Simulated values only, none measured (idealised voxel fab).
process module | voxel self aligned contacts
Cross-section cut spans 210 nm and uses square cells 5 nm in size.
A cross-section in this document is a grid of square cells, and it is written down as bands, the top band listed before the ones below it; a band is made up of one or more rows of cells. What a band's entry tells you: where the top is and where the bottom is, as heights in nm, and after that what lies inside, material by material from left to right, each with its width in nm. Empty space is written as the word "empty", and a single material marked with the word "everywhere" occupies the band from edge to edge. Basically, 0 is our baseline, since under it the wafer straight out of the box is all one material. The bottom band has no lower end and keeps on going down, so it looks like "0 -> down". Per-row width for "30->40": begins at first number (top row of band), ends at second number (bottom row), increment between rows held constant. "no modifications" for a step: no cell of the cross-section changed in that step. In the "Closed cavities" entry, you get each enclosed empty space of 8 cells or more, one with no open way to the top, written width x height at distance, distance from the left edge, in nm. Read whatever lies past the settings on a step's line as the simulator's own remark about the step. overlay nm, on a step with a mask: how far to the right of its planned place the mask lay; to the left if negative. Reading key. Pairs: pre-step and post-step cross-section, one process step apart; post-step view only to lowest changed band. Step between + settings: beneath pair. Runs: pairs may be from different runs of this module, same starting wafer. Continuation from pair above: only where "Prior state" entry says.

Prior state
	60 -> 45 = SiO2 everywhere
	45 -> 25 = 30 nm SiO2 | 40 nm SiN | 15 nm SiO2 | 40 nm SiN | 15 nm SiO2 | 40 nm SiN | 30 nm SiO2
	25 -> 5 = 30 nm SiO2 | 5 nm SiN | 30 nm polySi | 5 nm SiN | 15 nm SiO2 | 5 nm SiN | 30 nm polySi | 5 nm SiN | 15 nm SiO2 | 5 nm SiN | 30 nm polySi | 5 nm SiN | 30 nm SiO2
	5 -> 0 = 35 nm SiN | 30 nm polySi | 25 nm SiN | 30 nm polySi | 25 nm SiN | 30 nm polySi | 35 nm SiN
	0 -> -5 = SiO2 everywhere
	-5 -> down = Si everywhere
	Closed cavities: none

Sectional Result
	55 -> 45 = SiO2 everywhere
	Anything lower than 45 is untouched.
	Closed cavities: none
So what happens between those two cross-sections up there? CMP, height nm 55

Prior state: the wafer arrives at this step looking as the after cross-section in the pair just above shows it.

Sectional Result
	70 -> 55 = 60 nm resist | 35 nm empty | 20 nm resist | 35 nm empty | 60 nm resist
	Anything lower than 55 is untouched.
	Closed cavities: none
So what happens between those two cross-sections up there? PATTERN, tone open, mask id CONTACT, material resist, width nm 35, pitch nm 55, thk nm 15, overlay nm 0

Prior state: the wafer arrives at this step looking as the after cross-section in the pair just above shows it.

Sectional Result
	70 -> 55 = 60 nm resist | 35 nm empty | 20 nm resist | 35 nm empty | 60 nm resist
	55 -> 45 = 60 nm SiO2 | 35 nm empty | 20 nm SiO2 | 35 nm empty | 60 nm SiO2
	45 -> 25 = 30 nm SiO2 | 40 nm SiN | 15 nm empty | 40 nm SiN | 15 nm empty | 40 nm SiN | 30 nm SiO2
	25 -> 5 = 30 nm SiO2 | 5 nm SiN | 30 nm polySi | 5 nm SiN | 15 nm empty | 5 nm SiN | 30 nm polySi | 5 nm SiN | 15 nm empty | 5 nm SiN | 30 nm polySi | 5 nm SiN | 30 nm SiO2
	Anything lower than 5 is untouched.
	Closed cavities: none
So what happens between those two cross-sections up there? DIRECTIONAL_ETCH, etch materials SiO2, depth nm 60

Prior state: the wafer arrives at this step looking as the after cross-section in the pair just above shows it.

Sectional Result
	55 -> 45 = 60 nm SiO2 | 35 nm empty | 20 nm SiO2 | 35 nm empty | 60 nm SiO2
	Anything lower than 45 is untouched.
	Closed cavities: none
So what happens between those two cross-sections up there? STRIP, etch materials resist

Prior state: the wafer arrives at this step looking as the after cross-section in the pair just above shows it.

Sectional Result
	60 -> 55 = 65 nm TiN | 25 nm empty | 30 nm TiN | 25 nm empty | 65 nm TiN
	55 -> 45 = 60 nm SiO2 | 5->15 nm TiN | 25->5 nm empty | 5->15 nm TiN | 20 nm SiO2 | 5->15 nm TiN | 25->5 nm empty | 5->15 nm TiN | 60 nm SiO2
	45 -> 25 = 30 nm SiO2 | 40 nm SiN | 5 nm TiN | 5 nm empty | 5 nm TiN | 40 nm SiN | 5 nm TiN | 5 nm empty | 5 nm TiN | 40 nm SiN | 30 nm SiO2
	25 -> 10 = 30 nm SiO2 | 5 nm SiN | 30 nm polySi | 5 nm SiN | 5 nm TiN | 5 nm empty | 5 nm TiN | 5 nm SiN | 30 nm polySi | 5 nm SiN | 5 nm TiN | 5 nm empty | 5 nm TiN | 5 nm SiN | 30 nm polySi | 5 nm SiN | 30 nm SiO2
	10 -> 5 = 30 nm SiO2 | 5 nm SiN | 30 nm polySi | 5 nm SiN | 15 nm TiN | 5 nm SiN | 30 nm polySi | 5 nm SiN | 15 nm TiN | 5 nm SiN | 30 nm polySi | 5 nm SiN | 30 nm SiO2
	Anything lower than 5 is untouched.
	Closed cavities: none
So what happens between those two cross-sections up there? CONFORMAL_DEP, material TiN, thk nm 5

Prior state: the wafer arrives at this step looking as the after cross-section in the pair just above shows it.

Sectional Result
	70 -> 60 = W everywhere
	60 -> 55 = 65 nm TiN | 25 nm W | 30 nm TiN | 25 nm W | 65 nm TiN
	55 -> 45 = 60 nm SiO2 | 5->15 nm TiN | 25->5 nm W | 5->15 nm TiN | 20 nm SiO2 | 5->15 nm TiN | 25->5 nm W | 5->15 nm TiN | 60 nm SiO2
	45 -> 25 = 30 nm SiO2 | 40 nm SiN | 5 nm TiN | 5 nm W | 5 nm TiN | 40 nm SiN | 5 nm TiN | 5 nm W | 5 nm TiN | 40 nm SiN | 30 nm SiO2
	25 -> 10 = 30 nm SiO2 | 5 nm SiN | 30 nm polySi | 5 nm SiN | 5 nm TiN | 5 nm W | 5 nm TiN | 5 nm SiN | 30 nm polySi | 5 nm SiN | 5 nm TiN | 5 nm W | 5 nm TiN | 5 nm SiN | 30 nm polySi | 5 nm SiN | 30 nm SiO2
	Anything lower than 10 is untouched.
	Closed cavities: none
So what happens between those two cross-sections up there? FILL_DEP, material W, thk nm 10

Prior state: the wafer arrives at this step looking as the after cross-section in the pair just above shows it.

Sectional Result
	55 -> 45 = 60 nm SiO2 | 5->15 nm TiN | 25->5 nm W | 5->15 nm TiN | 20 nm SiO2 | 5->15 nm TiN | 25->5 nm W | 5->15 nm TiN | 60 nm SiO2
	Anything lower than 45 is untouched.
	Closed cavities: none
So what happens between those two cross-sections up there? CMP, height nm 55

Prior state: the wafer arrives at this step looking as the after cross-section in the pair just above shows it.

Sectional Result
	60 -> 55 = SiCN everywhere
	Anything lower than 55 is untouched.
	Closed cavities: none
So what happens between those two cross-sections up there? CONFORMAL_DEP, material SiCN, thk nm 5

Prior state
	70 -> 60 = W everywhere
	60 -> 55 = 65 nm TiN | 25 nm W | 30 nm TiN | 25 nm W | 65 nm TiN
	55 -> 45 = 60 nm SiO2 | 5->15 nm TiN | 25->5 nm W | 5->15 nm TiN | 20 nm SiO2 | 5->15 nm TiN | 25->5 nm W | 5->15 nm TiN | 60 nm SiO2
	45 -> 25 = 30 nm SiO2 | 40 nm SiN | 5 nm TiN | 5 nm W | 5 nm TiN | 40 nm SiN | 5 nm TiN | 5 nm W | 5 nm TiN | 40 nm SiN | 30 nm SiO2
	25 -> 0 = 30 nm SiO2 | 5 nm SiN | 30 nm polySi | 5 nm SiN | 5 nm TiN | 5 nm W | 5 nm TiN | 5 nm SiN | 30 nm polySi | 5 nm SiN | 5 nm TiN | 5 nm W | 5 nm TiN | 5 nm SiN | 30 nm polySi | 5 nm SiN | 30 nm SiO2
	0 -> -5 = 70 nm SiO2 | 15 nm TiN | 40 nm SiO2 | 15 nm TiN | 70 nm SiO2
	-5 -> down = Si everywhere
	Closed cavities: none

Sectional Result
	65 -> 60 = W everywhere
	Anything lower than 60 is untouched.
	Closed cavities: none
So what happens between those two cross-sections up there? CMP, height nm 65

Prior state: the wafer arrives at this step looking as the after cross-section in the pair just above shows it.

Sectional Result
	70 -> 65 = SiCN everywhere
	Anything lower than 65 is untouched.
	Closed cavities: none
So what happens between those two cross-sections up there? CONFORMAL_DEP, material SiCN, thk nm 5

Prior state
	55 -> 45 = SiO2 everywhere
	45 -> 25 = 30 nm SiO2 | 40 nm SiN | 15 nm SiO2 | 40 nm SiN | 15 nm SiO2 | 40 nm SiN | 30 nm SiO2
	25 -> 0 = 30 nm SiO2 | 5 nm SiN | 30 nm polySi | 5 nm SiN | 15 nm SiO2 | 5 nm SiN | 30 nm polySi | 5 nm SiN | 15 nm SiO2 | 5 nm SiN | 30 nm polySi | 5 nm SiN | 30 nm SiO2
	0 -> -5 = SiO2 everywhere
	-5 -> down = Si everywhere
	Closed cavities: none

Sectional Result
	70 -> 55 = 65 nm resist | 25 nm empty | 30 nm resist | 25 nm empty | 65 nm resist
	Anything lower than 55 is untouched.
	Closed cavities: none
So what happens between those two cross-sections up there? PATTERN, tone open, mask id CONTACT, material resist, width nm 25, pitch nm 55, thk nm 15, overlay nm 0

Prior state: the wafer arrives at this step looking as the after cross-section in the pair just above shows it.

Sectional Result
	70 -> 55 = 65 nm resist | 25 nm empty | 30 nm resist | 25 nm empty | 65 nm resist
	55 -> 45 = 65 nm SiO2 | 25 nm empty | 30 nm SiO2 | 25 nm empty | 65 nm SiO2
	45 -> 25 = 30 nm SiO2 | 40 nm SiN | 15 nm empty | 40 nm SiN | 15 nm empty | 40 nm SiN | 30 nm SiO2
	25 -> 0 = 30 nm SiO2 | 5 nm SiN | 30 nm polySi | 5 nm SiN | 15 nm empty | 5 nm SiN | 30 nm polySi | 5 nm SiN | 15 nm empty | 5 nm SiN | 30 nm polySi | 5 nm SiN | 30 nm SiO2
	0 -> -5 = 70 nm SiO2 | 15 nm empty | 40 nm SiO2 | 15 nm empty | 70 nm SiO2
	Anything lower than -5 is untouched.
	Closed cavities: none
So what happens between those two cross-sections up there? DIRECTIONAL_ETCH, etch materials SiO2, depth nm 60

Prior state: the wafer arrives at this step looking as the after cross-section in the pair just above shows it.

Sectional Result
	55 -> 45 = 65 nm SiO2 | 25 nm empty | 30 nm SiO2 | 25 nm empty | 65 nm SiO2
	Anything lower than 45 is untouched.
	Closed cavities: none
So what happens between those two cross-sections up there? STRIP, etch materials resist

Prior state: the wafer arrives at this step looking as the after cross-section in the pair just above shows it.

Sectional Result
	60 -> 55 = 70 nm TiN | 15 nm empty | 40 nm TiN | 15 nm empty | 70 nm TiN
	55 -> 45 = 65 nm SiO2 | 5->10 nm TiN | 15->5 nm empty | 5->10 nm TiN | 30 nm SiO2 | 5->10 nm TiN | 15->5 nm empty | 5->10 nm TiN | 65 nm SiO2
	45 -> 25 = 30 nm SiO2 | 40 nm SiN | 5 nm TiN | 5 nm empty | 5 nm TiN | 40 nm SiN | 5 nm TiN | 5 nm empty | 5 nm TiN | 40 nm SiN | 30 nm SiO2
	25 -> 0 = 30 nm SiO2 | 5 nm SiN | 30 nm polySi | 5 nm SiN | 5 nm TiN | 5 nm empty | 5 nm TiN | 5 nm SiN | 30 nm polySi | 5 nm SiN | 5 nm TiN | 5 nm empty | 5 nm TiN | 5 nm SiN | 30 nm polySi | 5 nm SiN | 30 nm SiO2
	0 -> -5 = 70 nm SiO2 | 15 nm TiN | 40 nm SiO2 | 15 nm TiN | 70 nm SiO2
	Anything lower than -5 is untouched.
	Closed cavities: none
So what happens between those two cross-sections up there? CONFORMAL_DEP, material TiN, thk nm 5

Prior state: the wafer arrives at this step looking as the after cross-section in the pair just above shows it.

Sectional Result
	70 -> 60 = W everywhere
	60 -> 55 = 70 nm TiN | 15 nm W | 40 nm TiN | 15 nm W | 70 nm TiN
	55 -> 45 = 65 nm SiO2 | 5->10 nm TiN | 15->5 nm W | 5->10 nm TiN | 30 nm SiO2 | 5->10 nm TiN | 15->5 nm W | 5->10 nm TiN | 65 nm SiO2
	45 -> 25 = 30 nm SiO2 | 40 nm SiN | 5 nm TiN | 5 nm W | 5 nm TiN | 40 nm SiN | 5 nm TiN | 5 nm W | 5 nm TiN | 40 nm SiN | 30 nm SiO2
	25 -> 0 = 30 nm SiO2 | 5 nm SiN | 30 nm polySi | 5 nm SiN | 5 nm TiN | 5 nm W | 5 nm TiN | 5 nm SiN | 30 nm polySi | 5 nm SiN | 5 nm TiN | 5 nm W | 5 nm TiN | 5 nm SiN | 30 nm polySi | 5 nm SiN | 30 nm SiO2
	Anything lower than 0 is untouched.
	Closed cavities: none
So what happens between those two cross-sections up there? FILL_DEP, material W, thk nm 10

Prior state: the wafer arrives at this step looking as the after cross-section in the pair just above shows it.

Sectional Result
	55 -> 45 = 65 nm SiO2 | 5->10 nm TiN | 15->5 nm W | 5->10 nm TiN | 30 nm SiO2 | 5->10 nm TiN | 15->5 nm W | 5->10 nm TiN | 65 nm SiO2
	Anything lower than 45 is untouched.
	Closed cavities: none
So what happens between those two cross-sections up there? CMP, height nm 55

Prior state: the wafer arrives at this step looking as the after cross-section in the pair just above shows it.

Sectional Result
	60 -> 55 = SiCN everywhere
	Anything lower than 55 is untouched.
	Closed cavities: none
So what happens between those two cross-sections up there? CONFORMAL_DEP, material SiCN, thk nm 5

Prior state
	55 -> 45 = SiO2 everywhere
	45 -> 25 = 30 nm SiO2 | 40 nm SiN | 15 nm SiO2 | 40 nm SiN | 15 nm SiO2 | 40 nm SiN | 30 nm SiO2
	25 -> 0 = 30 nm SiO2 | 5 nm SiN | 30 nm polySi | 5 nm SiN | 15 nm SiO2 | 5 nm SiN | 30 nm polySi | 5 nm SiN | 15 nm SiO2 | 5 nm SiN | 30 nm polySi | 5 nm SiN | 30 nm SiO2
	0 -> -5 = SiO2 everywhere
	-5 -> down = Si everywhere
	Closed cavities: none

Sectional Result
	70 -> 55 = 50 nm resist | 35 nm empty | 20 nm resist | 35 nm empty | 70 nm resist
	Anything lower than 55 is untouched.
	Closed cavities: none
So what happens between those two cross-sections up there? PATTERN, tone open, mask id CONTACT, material resist, width nm 35, pitch nm 55, thk nm 15, overlay nm -10

Prior state: the wafer arrives at this step looking as the after cross-section in the pair just above shows it.

Sectional Result
	70 -> 55 = 50 nm resist | 35 nm empty | 20 nm resist | 35 nm empty | 70 nm resist
	55 -> 45 = 50 nm SiO2 | 35 nm empty | 20 nm SiO2 | 35 nm empty | 70 nm SiO2
	45 -> 25 = 30 nm SiO2 | 40 nm SiN | 15 nm empty | 40 nm SiN | 15 nm empty | 40 nm SiN | 30 nm SiO2
	25 -> 0 = 30 nm SiO2 | 5 nm SiN | 30 nm polySi | 5 nm SiN | 15 nm empty | 5 nm SiN | 30 nm polySi | 5 nm SiN | 15 nm empty | 5 nm SiN | 30 nm polySi | 5 nm SiN | 30 nm SiO2
	0 -> -5 = 70 nm SiO2 | 15 nm empty | 40 nm SiO2 | 15 nm empty | 70 nm SiO2
	Anything lower than -5 is untouched.
	Closed cavities: none
So what happens between those two cross-sections up there? DIRECTIONAL_ETCH, etch materials SiO2, depth nm 60

Prior state: the wafer arrives at this step looking as the after cross-section in the pair just above shows it.

Sectional Result
	55 -> 45 = 50 nm SiO2 | 35 nm empty | 20 nm SiO2 | 35 nm empty | 70 nm SiO2
	Anything lower than 45 is untouched.
	Closed cavities: none
So what happens between those two cross-sections up there? STRIP, etch materials resist

Prior state: the wafer arrives at this step looking as the after cross-section in the pair just above shows it.

Sectional Result
	60 -> 55 = 55 nm TiN | 25 nm empty | 30 nm TiN | 25 nm empty | 75 nm TiN
	55 -> 45 = 50 nm SiO2 | 5->25 nm TiN | 25->5 nm empty | 5 nm TiN | 20 nm SiO2 | 5->25 nm TiN | 25->5 nm empty | 5 nm TiN | 70 nm SiO2
	45 -> 25 = 30 nm SiO2 | 40 nm SiN | 5 nm TiN | 5 nm empty | 5 nm TiN | 40 nm SiN | 5 nm TiN | 5 nm empty | 5 nm TiN | 40 nm SiN | 30 nm SiO2
	25 -> 0 = 30 nm SiO2 | 5 nm SiN | 30 nm polySi | 5 nm SiN | 5 nm TiN | 5 nm empty | 5 nm TiN | 5 nm SiN | 30 nm polySi | 5 nm SiN | 5 nm TiN | 5 nm empty | 5 nm TiN | 5 nm SiN | 30 nm polySi | 5 nm SiN | 30 nm SiO2
	0 -> -5 = 70 nm SiO2 | 15 nm TiN | 40 nm SiO2 | 15 nm TiN | 70 nm SiO2
	Anything lower than -5 is untouched.
	Closed cavities: none
So what happens between those two cross-sections up there? CONFORMAL_DEP, material TiN, thk nm 5

Prior state: the wafer arrives at this step looking as the after cross-section in the pair just above shows it.

Sectional Result
	70 -> 60 = W everywhere
	60 -> 55 = 55 nm TiN | 25 nm W | 30 nm TiN | 25 nm W | 75 nm TiN
	55 -> 45 = 50 nm SiO2 | 5->25 nm TiN | 25->5 nm W | 5 nm TiN | 20 nm SiO2 | 5->25 nm TiN | 25->5 nm W | 5 nm TiN | 70 nm SiO2
	45 -> 25 = 30 nm SiO2 | 40 nm SiN | 5 nm TiN | 5 nm W | 5 nm TiN | 40 nm SiN | 5 nm TiN | 5 nm W | 5 nm TiN | 40 nm SiN | 30 nm SiO2
	25 -> 0 = 30 nm SiO2 | 5 nm SiN | 30 nm polySi | 5 nm SiN | 5 nm TiN | 5 nm W | 5 nm TiN | 5 nm SiN | 30 nm polySi | 5 nm SiN | 5 nm TiN | 5 nm W | 5 nm TiN | 5 nm SiN | 30 nm polySi | 5 nm SiN | 30 nm SiO2
	Anything lower than 0 is untouched.
	Closed cavities: none
So what happens between those two cross-sections up there? FILL_DEP, material W, thk nm 10

Prior state: the wafer arrives at this step looking as the after cross-section in the pair just above shows it.

Sectional Result
	55 -> 45 = 50 nm SiO2 | 5->25 nm TiN | 25->5 nm W | 5 nm TiN | 20 nm SiO2 | 5->25 nm TiN | 25->5 nm W | 5 nm TiN | 70 nm SiO2
	Anything lower than 45 is untouched.
	Closed cavities: none
So what happens between those two cross-sections up there? CMP, height nm 55

Prior state: the wafer arrives at this step looking as the after cross-section in the pair just above shows it.

Sectional Result
	60 -> 55 = SiCN everywhere
	Anything lower than 55 is untouched.
	Closed cavities: none
So what happens between those two cross-sections up there? CONFORMAL_DEP, material SiCN, thk nm 5

Prior state
	25 -> 0 = polySi everywhere
	0 -> -5 = SiO2 everywhere
	-5 -> down = Si everywhere
	Closed cavities: none

Sectional Result
	45 -> 0 = polySi everywhere
	Anything lower than 0 is untouched.
	Closed cavities: none
So what happens between those two cross-sections up there? DIRECTIONAL_DEP, material polySi, thk nm 20

Prior state: the wafer arrives at this step looking as the after cross-section in the pair just above shows it.

Sectional Result
	60 -> 45 = 35 nm empty | 30 nm resist | 25 nm empty | 30 nm resist | 25 nm empty | 30 nm resist | 35 nm empty
	Anything lower than 45 is untouched.
	Closed cavities: none
So what happens between those two cross-sections up there? PATTERN, tone cover, mask id GATE, material resist, width nm 30, pitch nm 55, thk nm 15, overlay nm 0

Prior state: the wafer arrives at this step looking as the after cross-section in the pair just above shows it.

Sectional Result
	60 -> 45 = 35 nm empty | 30 nm resist | 25 nm empty | 30 nm resist | 25 nm empty | 30 nm resist | 35 nm empty
	45 -> 20 = 35 nm empty | 30 nm polySi | 25 nm empty | 30 nm polySi | 25 nm empty | 30 nm polySi | 35 nm empty
	Anything lower than 20 is untouched.
	Closed cavities: none
So what happens between those two cross-sections up there? DIRECTIONAL_ETCH, etch materials polySi, depth nm 25

Prior state: the wafer arrives at this step looking as the after cross-section in the pair just above shows it.

Sectional Result
	45 -> 20 = 35 nm empty | 30 nm polySi | 25 nm empty | 30 nm polySi | 25 nm empty | 30 nm polySi | 35 nm empty
	Anything lower than 20 is untouched.
	Closed cavities: none
So what happens between those two cross-sections up there? STRIP, etch materials resist

Prior state: the wafer arrives at this step looking as the after cross-section in the pair just above shows it.

Sectional Result
	50 -> 45 = 30 nm empty | 40 nm SiN | 15 nm empty | 40 nm SiN | 15 nm empty | 40 nm SiN | 30 nm empty
	45 -> 25 = 30 nm empty | 5 nm SiN | 30 nm polySi | 5 nm SiN | 15 nm empty | 5 nm SiN | 30 nm polySi | 5 nm SiN | 15 nm empty | 5 nm SiN | 30 nm polySi | 5 nm SiN | 30 nm empty
	25 -> 20 = 35 nm SiN | 30 nm polySi | 25 nm SiN | 30 nm polySi | 25 nm SiN | 30 nm polySi | 35 nm SiN
	Anything lower than 20 is untouched.
	Closed cavities: none
So what happens between those two cross-sections up there? CONFORMAL_DEP, material SiN, thk nm 5

Prior state: the wafer arrives at this step looking as the after cross-section in the pair just above shows it.

Sectional Result
	45 -> 20 = 30 nm empty | 5 nm SiN | 30 nm polySi | 5 nm SiN | 15 nm empty | 5 nm SiN | 30 nm polySi | 5 nm SiN | 15 nm empty | 5 nm SiN | 30 nm polySi | 5 nm SiN | 30 nm empty
	Anything lower than 20 is untouched.
	Closed cavities: none
So what happens between those two cross-sections up there? DIRECTIONAL_ETCH, etch materials SiN, depth nm 5

Prior state: the wafer arrives at this step looking as the after cross-section in the pair just above shows it.

Sectional Result
	60 -> 45 = SiO2 everywhere
	45 -> 20 = 30 nm SiO2 | 5 nm SiN | 30 nm polySi | 5 nm SiN | 15 nm SiO2 | 5 nm SiN | 30 nm polySi | 5 nm SiN | 15 nm SiO2 | 5 nm SiN | 30 nm polySi | 5 nm SiN | 30 nm SiO2
	Anything lower than 20 is untouched.
	Closed cavities: none
So what happens between those two cross-sections up there? FILL_DEP, material SiO2, thk nm 15

Prior state: the wafer arrives at this step looking as the after cross-section in the pair just above shows it.

Sectional Result
	55 -> 45 = SiO2 everywhere
	Anything lower than 45 is untouched.
	Closed cavities: none
So what happens between those two cross-sections up there? CMP, height nm 55

Prior state: the wafer arrives at this step looking as the after cross-section in the pair just above shows it.

Sectional Result
	70 -> 55 = 60 nm resist | 35 nm empty | 20 nm resist | 35 nm empty | 60 nm resist
	Anything lower than 55 is untouched.
	Closed cavities: none
So what happens between those two cross-sections up there? PATTERN, tone open, mask id CONTACT, material resist, width nm 35, pitch nm 55, thk nm 15, overlay nm 0

Prior state: the wafer arrives at this step looking as the after cross-section in the pair just above shows it.

Sectional Result
	70 -> 55 = 60 nm resist | 35 nm empty | 20 nm resist | 35 nm empty | 60 nm resist
	55 -> 45 = 60 nm SiO2 | 35 nm empty | 20 nm SiO2 | 35 nm empty | 60 nm SiO2
	45 -> 20 = 30 nm SiO2 | 5 nm SiN | 30 nm polySi | 5 nm SiN | 15 nm empty | 5 nm SiN | 30 nm polySi | 5 nm SiN | 15 nm empty | 5 nm SiN | 30 nm polySi | 5 nm SiN | 30 nm SiO2
	Anything lower than 20 is untouched.
	Closed cavities: none
So what happens between those two cross-sections up there? DIRECTIONAL_ETCH, etch materials SiO2, depth nm 60

Prior state: the wafer arrives at this step looking as the after cross-section in the pair just above shows it.

Sectional Result
	55 -> 45 = 60 nm SiO2 | 35 nm empty | 20 nm SiO2 | 35 nm empty | 60 nm SiO2
	Anything lower than 45 is untouched.
	Closed cavities: none
So what happens between those two cross-sections up there? STRIP, etch materials resist

Prior state: the wafer arrives at this step looking as the after cross-section in the pair just above shows it.

Sectional Result
	60 -> 55 = 65 nm TiN | 25 nm empty | 30 nm TiN | 25 nm empty | 65 nm TiN
	55 -> 45 = 60 nm SiO2 | 5->15 nm TiN | 25->5 nm empty | 5->15 nm TiN | 20 nm SiO2 | 5->15 nm TiN | 25->5 nm empty | 5->15 nm TiN | 60 nm SiO2
	45 -> 25 = 30 nm SiO2 | 5 nm SiN | 30 nm polySi | 5 nm SiN | 5 nm TiN | 5 nm empty | 5 nm TiN | 5 nm SiN | 30 nm polySi | 5 nm SiN | 5 nm TiN | 5 nm empty | 5 nm TiN | 5 nm SiN | 30 nm polySi | 5 nm SiN | 30 nm SiO2
	25 -> 20 = 30 nm SiO2 | 5 nm SiN | 30 nm polySi | 5 nm SiN | 15 nm TiN | 5 nm SiN | 30 nm polySi | 5 nm SiN | 15 nm TiN | 5 nm SiN | 30 nm polySi | 5 nm SiN | 30 nm SiO2
	Anything lower than 20 is untouched.
	Closed cavities: none
So what happens between those two cross-sections up there? CONFORMAL_DEP, material TiN, thk nm 5

Prior state: the wafer arrives at this step looking as the after cross-section in the pair just above shows it.

Sectional Result
	70 -> 60 = W everywhere
	60 -> 55 = 65 nm TiN | 25 nm W | 30 nm TiN | 25 nm W | 65 nm TiN
	55 -> 45 = 60 nm SiO2 | 5->15 nm TiN | 25->5 nm W | 5->15 nm TiN | 20 nm SiO2 | 5->15 nm TiN | 25->5 nm W | 5->15 nm TiN | 60 nm SiO2
	45 -> 25 = 30 nm SiO2 | 5 nm SiN | 30 nm polySi | 5 nm SiN | 5 nm TiN | 5 nm W | 5 nm TiN | 5 nm SiN | 30 nm polySi | 5 nm SiN | 5 nm TiN | 5 nm W | 5 nm TiN | 5 nm SiN | 30 nm polySi | 5 nm SiN | 30 nm SiO2
	Anything lower than 25 is untouched.
	Closed cavities: none
So what happens between those two cross-sections up there? FILL_DEP, material W, thk nm 10

Prior state: the wafer arrives at this step looking as the after cross-section in the pair just above shows it.

Sectional Result
	55 -> 45 = 60 nm SiO2 | 5->15 nm TiN | 25->5 nm W | 5->15 nm TiN | 20 nm SiO2 | 5->15 nm TiN | 25->5 nm W | 5->15 nm TiN | 60 nm SiO2
	Anything lower than 45 is untouched.
	Closed cavities: none
So what happens between those two cross-sections up there? CMP, height nm 55

Prior state: the wafer arrives at this step looking as the after cross-section in the pair just above shows it.

Sectional Result
	60 -> 55 = SiCN everywhere
	Anything lower than 55 is untouched.
	Closed cavities: none
So what happens between those two cross-sections up there? CONFORMAL_DEP, material SiCN, thk nm 5

Prior state
	55 -> 45 = SiO2 everywhere
	45 -> 25 = 30 nm SiO2 | 40 nm SiN | 15 nm SiO2 | 40 nm SiN | 15 nm SiO2 | 40 nm SiN | 30 nm SiO2
	25 -> 0 = 30 nm SiO2 | 5 nm SiN | 30 nm polySi | 5 nm SiN | 15 nm SiO2 | 5 nm SiN | 30 nm polySi | 5 nm SiN | 15 nm SiO2 | 5 nm SiN | 30 nm polySi | 5 nm SiN | 30 nm SiO2
	0 -> -5 = SiO2 everywhere
	-5 -> down = Si everywhere
	Closed cavities: none

Sectional Result
	70 -> 55 = 60 nm empty | 35 nm resist | 20 nm empty | 35 nm resist | 60 nm empty
	Anything lower than 55 is untouched.
	Closed cavities: none
So what happens between those two cross-sections up there? PATTERN, tone cover, mask id CONTACT, material resist, width nm 35, pitch nm 55, thk nm 15, overlay nm 0

Prior state: the wafer arrives at this step looking as the after cross-section in the pair just above shows it.

Sectional Result
	70 -> 55 = 60 nm empty | 35 nm resist | 20 nm empty | 35 nm resist | 60 nm empty
	55 -> 45 = 60 nm empty | 35 nm SiO2 | 20 nm empty | 35 nm SiO2 | 60 nm empty
	45 -> 25 = 30 nm empty | 40 nm SiN | 15 nm SiO2 | 40 nm SiN | 15 nm SiO2 | 40 nm SiN | 30 nm empty
	25 -> 0 = 30 nm empty | 5 nm SiN | 30 nm polySi | 5 nm SiN | 15 nm SiO2 | 5 nm SiN | 30 nm polySi | 5 nm SiN | 15 nm SiO2 | 5 nm SiN | 30 nm polySi | 5 nm SiN | 30 nm empty
	0 -> -5 = 30 nm empty | 150 nm SiO2 | 30 nm empty
	Anything lower than -5 is untouched.
	Closed cavities: none
So what happens between those two cross-sections up there? DIRECTIONAL_ETCH, etch materials SiO2, depth nm 60

Prior state: the wafer arrives at this step looking as the after cross-section in the pair just above shows it.

Sectional Result
	55 -> 45 = 60 nm empty | 35 nm SiO2 | 20 nm empty | 35 nm SiO2 | 60 nm empty
	Anything lower than 45 is untouched.
	Closed cavities: none
So what happens between those two cross-sections up there? STRIP, etch materials resist

Prior state: the wafer arrives at this step looking as the after cross-section in the pair just above shows it.

Sectional Result
	60 -> 55 = 55 nm empty | 45 nm TiN | 10 nm empty | 45 nm TiN | 55 nm empty
	55 -> 50 = 55 nm empty | 5 nm TiN | 35 nm SiO2 | 5 nm TiN | 10 nm empty | 5 nm TiN | 35 nm SiO2 | 5 nm TiN | 55 nm empty
	50 -> 45 = 25 nm empty | 35 nm TiN | 35 nm SiO2 | 20 nm TiN | 35 nm SiO2 | 35 nm TiN | 25 nm empty
	45 -> 25 = 25 nm empty | 5 nm TiN | 40 nm SiN | 15 nm SiO2 | 40 nm SiN | 15 nm SiO2 | 40 nm SiN | 5 nm TiN | 25 nm empty
	25 -> 0 = 25 nm empty | 5 nm TiN | 5 nm SiN | 30 nm polySi | 5 nm SiN | 15 nm SiO2 | 5 nm SiN | 30 nm polySi | 5 nm SiN | 15 nm SiO2 | 5 nm SiN | 30 nm polySi | 5 nm SiN | 5 nm TiN | 25 nm empty
	0 -> -5 = 30 nm TiN | 150 nm SiO2 | 30 nm TiN
	Anything lower than -5 is untouched.
	Closed cavities: none
So what happens between those two cross-sections up there? CONFORMAL_DEP, material TiN, thk nm 5

Prior state: the wafer arrives at this step looking as the after cross-section in the pair just above shows it.

Sectional Result
	70 -> 60 = W everywhere
	60 -> 55 = 55 nm W | 45 nm TiN | 10 nm W | 45 nm TiN | 55 nm W
	55 -> 50 = 55 nm W | 5 nm TiN | 35 nm SiO2 | 5 nm TiN | 10 nm W | 5 nm TiN | 35 nm SiO2 | 5 nm TiN | 55 nm W
	50 -> 45 = 25 nm W | 35 nm TiN | 35 nm SiO2 | 20 nm TiN | 35 nm SiO2 | 35 nm TiN | 25 nm W
	45 -> 25 = 25 nm W | 5 nm TiN | 40 nm SiN | 15 nm SiO2 | 40 nm SiN | 15 nm SiO2 | 40 nm SiN | 5 nm TiN | 25 nm W
	25 -> 0 = 25 nm W | 5 nm TiN | 5 nm SiN | 30 nm polySi | 5 nm SiN | 15 nm SiO2 | 5 nm SiN | 30 nm polySi | 5 nm SiN | 15 nm SiO2 | 5 nm SiN | 30 nm polySi | 5 nm SiN | 5 nm TiN | 25 nm W
	Anything lower than 0 is untouched.
	Closed cavities: none
So what happens between those two cross-sections up there? FILL_DEP, material W, thk nm 10

Prior state: the wafer arrives at this step looking as the after cross-section in the pair just above shows it.

Sectional Result
	55 -> 50 = 55 nm W | 5 nm TiN | 35 nm SiO2 | 5 nm TiN | 10 nm W | 5 nm TiN | 35 nm SiO2 | 5 nm TiN | 55 nm W
	Anything lower than 50 is untouched.
	Closed cavities: none
So what happens between those two cross-sections up there? CMP, height nm 55

Prior state: the wafer arrives at this step looking as the after cross-section in the pair just above shows it.

Sectional Result
	60 -> 55 = SiCN everywhere
	Anything lower than 55 is untouched.
	Closed cavities: none
So what happens between those two cross-sections up there? CONFORMAL_DEP, material SiCN, thk nm 5
